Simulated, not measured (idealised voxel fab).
process module | voxel transistor to metal
cross-section cut | 170 nm wide | cells 5 nm
A cross-section is a grid of square cells, given in bands from the top down. A band is one or more rows of cells.
Each band's line starts with the height of the band's top and of its bottom, in nm. Then come its materials from left to right, each with its width in nm. One material with "throughout" fills the band from edge to edge. "air" is empty space.
Height 0 is the level under which the wafer as received is all one material. The lowest band goes on downwards, as in "0 down".
A width such as "30 to 40" changes by the same amount from each row of cells to the next, from the band's top row to its bottom row.
"no change" after a step means that no cell of the cross-section changed.
closed voids: empty space of 8 cells or more with no open way to the top, each as width x height at its distance from the left edge, in nm
after a step's settings: what the simulator itself notes on the step
overlay nm, on a step with a mask: how far to the right of its planned place the mask lay; to the left if negative
plan
1 op RECEIVE | material Si
2 op OXIDIZE | depth nm 5
3 op CONFORMAL_DEP | material SiN | thk nm 10
4 op DIRECTIONAL_DEP | material aC | thk nm 10
5 op PATTERN | tone cover | mask id ACTIVE | material resist | width nm 105 | thk nm 25 | overlay nm 0
6 op DIRECTIONAL_ETCH | etch materials aC | depth nm 10
7 op STRIP | etch materials resist
8 op DIRECTIONAL_ETCH | etch materials SiN | depth nm 10
9 op DIRECTIONAL_ETCH | etch materials SiO2 | depth nm 5
10 op DIRECTIONAL_ETCH | etch materials Si | depth nm 20
11 op STRIP | etch materials aC
12 op FILL_DEP | material SiO2 | thk nm 10
13 op CMP | height nm 10
14 op SELECTIVE_ETCH | etch materials SiO2 | depth nm 10
15 op STRIP | etch materials SiN
16 op SELECTIVE_ETCH | etch materials SiO2 | depth nm 5
17 op OXIDIZE | depth nm 5
18 op DIRECTIONAL_DEP | material polySi | thk nm 25
19 op DIRECTIONAL_DEP | material SiCN | thk nm 10
20 op MASKED_ETCH | tone cover | mask id GATE | width nm 15 | etch materials SiCN | depth nm 20 | overlay nm 0
21 op MASKED_ETCH | tone cover | mask id GATE | width nm 15 | etch materials polySi | depth nm 35 | overlay nm 0
22 op CONFORMAL_DEP | material SiN | thk nm 10
23 op DIRECTIONAL_ETCH | etch materials SiN | depth nm 10
24 op DIRECTIONAL_ETCH | etch materials SiO2 | depth nm 5
25 op DIRECTIONAL_ETCH | etch materials Si | depth nm 10
26 op EPI | material pSi | thk nm 10
27 op FILL_DEP | material SiO2 | thk nm 5
28 op CMP | height nm 30
29 op DIRECTIONAL_DEP | material SiO2 | thk nm 10
30 op MASKED_ETCH | tone open | mask id CONTACT | width nm 30 | pitch nm 55 | etch materials SiO2 | depth nm 50 | overlay nm 0
31 op CONFORMAL_DEP | material TiN | thk nm 5
32 op FILL_DEP | material Ru | thk nm 5
33 op CMP | height nm 40
34 op DIRECTIONAL_DEP | material TiN | thk nm 5
35 op DIRECTIONAL_DEP | material W | thk nm 15
36 op MASKED_ETCH | tone cover | mask id METAL_1 | width nm 20 | pitch nm 65 | etch materials W | depth nm 15 | overlay nm 0
37 op MASKED_ETCH | tone cover | mask id METAL_1 | width nm 20 | pitch nm 65 | etch materials TiN | depth nm 5 | overlay nm 0
38 op FILL_DEP | material SiO2 | thk nm 10
39 op CMP | height nm 60
40 op CONFORMAL_DEP | material SiCN | thk nm 5
first wafer, as planned
as received, after step 1
  0 down: Si throughout
  closed voids: none
after step 2
  0 to -5: SiO2 throughout
  below -5: unchanged
after step 3
  10 to 0: SiN throughout
  below 0: unchanged
after step 4
  20 to 10: aC throughout
  below 10: unchanged
after step 5
  45 to 20: air 30 | resist 105 | air 35
  below 20: unchanged
after step 6
  35 to 20: air 30 | resist 105 | air 35
  20 to 10: air 30 | aC 105 | air 35
  below 10: unchanged
after step 7
  20 to 10: air 30 | aC 105 | air 35
  below 10: unchanged
after step 8
  20 to 10: air 30 | aC 105 | air 35
  10 to 0: air 30 | SiN 105 | air 35
  below 0: unchanged
after step 9
  20 to 10: air 30 | aC 105 | air 35
  10 to 0: air 30 | SiN 105 | air 35
  0 to -5: air 30 | SiO2 105 | air 35
  below -5: unchanged
after step 10
  20 to 10: air 30 | aC 105 | air 35
  10 to 0: air 30 | SiN 105 | air 35
  0 to -5: air 30 | SiO2 105 | air 35
  -5 to -25: air 30 | Si 105 | air 35
  below -25: unchanged
after step 11
  10 to 0: air 30 | SiN 105 | air 35
  below 0: unchanged
after step 12
  20 to 10: SiO2 throughout
  10 to 0: SiO2 30 | SiN 105 | SiO2 35
  0 to -5: SiO2 throughout
  -5 to -25: SiO2 30 | Si 105 | SiO2 35
  below -25: unchanged
after step 13
  10 to 0: SiO2 30 | SiN 105 | SiO2 35
  below 0: unchanged
after step 14
  10 to 0: air 30 | SiN 105 | air 35
  below 0: unchanged
after step 15
  0 to -5: SiO2 throughout
  below -5: unchanged
after step 16
  -5 to -25: SiO2 30 | Si 105 | SiO2 35
  below -25: unchanged
after step 17
  -5 to -10: SiO2 throughout
  below -10: unchanged
after step 18
  20 to -5: polySi throughout
  below -5: unchanged
after step 19
  30 to 20: SiCN throughout
  below 20: unchanged
after step 20
  30 to 20: air 75 | SiCN 15 | air 80
  below 20: unchanged
after step 21
  30 to 20: air 75 | SiCN 15 | air 80
  20 to -5: air 75 | polySi 15 | air 80
  below -5: unchanged
after step 22
  40 to 30: air 65 | SiN 35 | air 70
  30 to 20: air 65 | SiN 10 | SiCN 15 | SiN 10 | air 70
  20 to 5: air 65 | SiN 10 | polySi 15 | SiN 10 | air 70
  5 to -5: SiN 75 | polySi 15 | SiN 80
  below -5: unchanged
after step 23
  30 to 20: air 65 | SiN 10 | SiCN 15 | SiN 10 | air 70
  20 to -5: air 65 | SiN 10 | polySi 15 | SiN 10 | air 70
  below -5: unchanged
after step 24
  30 to 20: air 65 | SiN 10 | SiCN 15 | SiN 10 | air 70
  20 to -5: air 65 | SiN 10 | polySi 15 | SiN 10 | air 70
  -5 to -10: air 65 | SiO2 35 | air 70
  below -10: unchanged
after step 25
  30 to 20: air 65 | SiN 10 | SiCN 15 | SiN 10 | air 70
  20 to -5: air 65 | SiN 10 | polySi 15 | SiN 10 | air 70
  -5 to -10: air 65 | SiO2 35 | air 70
  -10 to -20: SiO2 30 | air 35 | Si 35 | air 35 | SiO2 35
  below -20: unchanged
after step 26
  30 to 20: air 65 | SiN 10 | SiCN 15 | SiN 10 | air 70
  20 to 0: air 65 | SiN 10 | polySi 15 | SiN 10 | air 70
  0 to -5: air 55 | pSi 10 | SiN 10 | polySi 15 | SiN 10 | pSi 10 | air 60
  -5 to -10: air 55 | pSi 10 | SiO2 35 | pSi 10 | air 60
  -10 to -20: SiO2 30 | pSi 35 | Si 35 | pSi 35 | SiO2 35
  below -20: unchanged
after step 27
  35 to 30: SiO2 throughout
  30 to 20: SiO2 65 | SiN 10 | SiCN 15 | SiN 10 | SiO2 70
  20 to 0: SiO2 65 | SiN 10 | polySi 15 | SiN 10 | SiO2 70
  0 to -5: SiO2 55 | pSi 10 | SiN 10 | polySi 15 | SiN 10 | pSi 10 | SiO2 60
  -5 to -10: SiO2 55 | pSi 10 | SiO2 35 | pSi 10 | SiO2 60
  below -10: unchanged
after step 28
  30 to 20: SiO2 65 | SiN 10 | SiCN 15 | SiN 10 | SiO2 70
  below 20: unchanged
after step 29
  40 to 30: SiO2 throughout
  below 30: unchanged
after step 30
  40 to 30: SiO2 40 | air 30 | SiO2 25 | air 30 | SiO2 45
  30 to 20: SiO2 40 | air 25 | SiN 10 | SiCN 15 | SiN 10 | air 25 | SiO2 45
  20 to 0: SiO2 40 | air 25 | SiN 10 | polySi 15 | SiN 10 | air 25 | SiO2 45
  0 to -5: SiO2 40 | air 15 | pSi 10 | SiN 10 | polySi 15 | SiN 10 | pSi 10 | air 15 | SiO2 45
  -5 to -10: SiO2 40 | air 15 | pSi 10 | SiO2 35 | pSi 10 | air 15 | SiO2 45
  below -10: unchanged
after step 31
  45 to 40: TiN 45 | air 20 | TiN 35 | air 20 | TiN 50
  40 to 30: SiO2 40 | TiN 5 | air 20 to 15 | TiN 5 to 10 | SiO2 25 | TiN 5 to 10 | air 20 to 15 | TiN 5 | SiO2 45
  30 to 20: SiO2 40 | TiN 5 | air 15 | TiN 5 | SiN 10 | SiCN 15 | SiN 10 | TiN 5 | air 15 | TiN 5 | SiO2 45
  20 to 5: SiO2 40 | TiN 5 | air 15 | TiN 5 | SiN 10 | polySi 15 | SiN 10 | TiN 5 | air 15 | TiN 5 | SiO2 45
  5 to 0: SiO2 40 | TiN 5 | air 5 | TiN 15 | SiN 10 | polySi 15 | SiN 10 | TiN 15 | air 5 | TiN 5 | SiO2 45
  0 to -5: SiO2 40 | TiN 5 | air 5 | TiN 5 | pSi 10 | SiN 10 | polySi 15 | SiN 10 | pSi 10 | TiN 5 | air 5 | TiN 5 | SiO2 45
  -5 to -10: SiO2 40 | TiN 15 | pSi 10 | SiO2 35 | pSi 10 | TiN 15 | SiO2 45
  below -10: unchanged
after step 32
  50 to 45: Ru throughout
  45 to 40: TiN 45 | Ru 20 | TiN 35 | Ru 20 | TiN 50
  40 to 30: SiO2 40 | TiN 5 | Ru 20 to 15 | TiN 5 to 10 | SiO2 25 | TiN 5 to 10 | Ru 20 to 15 | TiN 5 | SiO2 45
  30 to 20: SiO2 40 | TiN 5 | Ru 15 | TiN 5 | SiN 10 | SiCN 15 | SiN 10 | TiN 5 | Ru 15 | TiN 5 | SiO2 45
  20 to 5: SiO2 40 | TiN 5 | Ru 15 | TiN 5 | SiN 10 | polySi 15 | SiN 10 | TiN 5 | Ru 15 | TiN 5 | SiO2 45
  5 to 0: SiO2 40 | TiN 5 | Ru 5 | TiN 15 | SiN 10 | polySi 15 | SiN 10 | TiN 15 | Ru 5 | TiN 5 | SiO2 45
  0 to -5: SiO2 40 | TiN 5 | Ru 5 | TiN 5 | pSi 10 | SiN 10 | polySi 15 | SiN 10 | pSi 10 | TiN 5 | Ru 5 | TiN 5 | SiO2 45
  below -5: unchanged
after step 33
  40 to 30: SiO2 40 | TiN 5 | Ru 20 to 15 | TiN 5 to 10 | SiO2 25 | TiN 5 to 10 | Ru 20 to 15 | TiN 5 | SiO2 45
  below 30: unchanged
after step 34
  45 to 40: TiN throughout
  below 40: unchanged
after step 35
  60 to 45: W throughout
  below 45: unchanged
after step 36
  60 to 45: air 40 | W 20 | air 45 | W 20 | air 45
  below 45: unchanged
after step 37
  60 to 45: air 40 | W 20 | air 45 | W 20 | air 45
  45 to 40: air 40 | TiN 20 | air 45 | TiN 20 | air 45
  below 40: unchanged
after step 38
  70 to 60: SiO2 throughout
  60 to 45: SiO2 40 | W 20 | SiO2 45 | W 20 | SiO2 45
  45 to 40: SiO2 40 | TiN 20 | SiO2 45 | TiN 20 | SiO2 45
  below 40: unchanged
after step 39
  60 to 45: SiO2 40 | W 20 | SiO2 45 | W 20 | SiO2 45
  below 45: unchanged
after step 40
  65 to 60: SiCN throughout
  below 60: unchanged
second wafer: like start, like plan, one mistake. Through step 38 it matches the first wafer
when step 39 should have ended
  65 to 60: SiO2 throughout
  below 60: unchanged
when step 40 should have ended
  70 to 65: SiCN throughout
  below 65: unchanged
what went wrong: step 39 ran as: op CMP | height nm 65
at the end the second wafer has, in cells: 34 more of SiO2
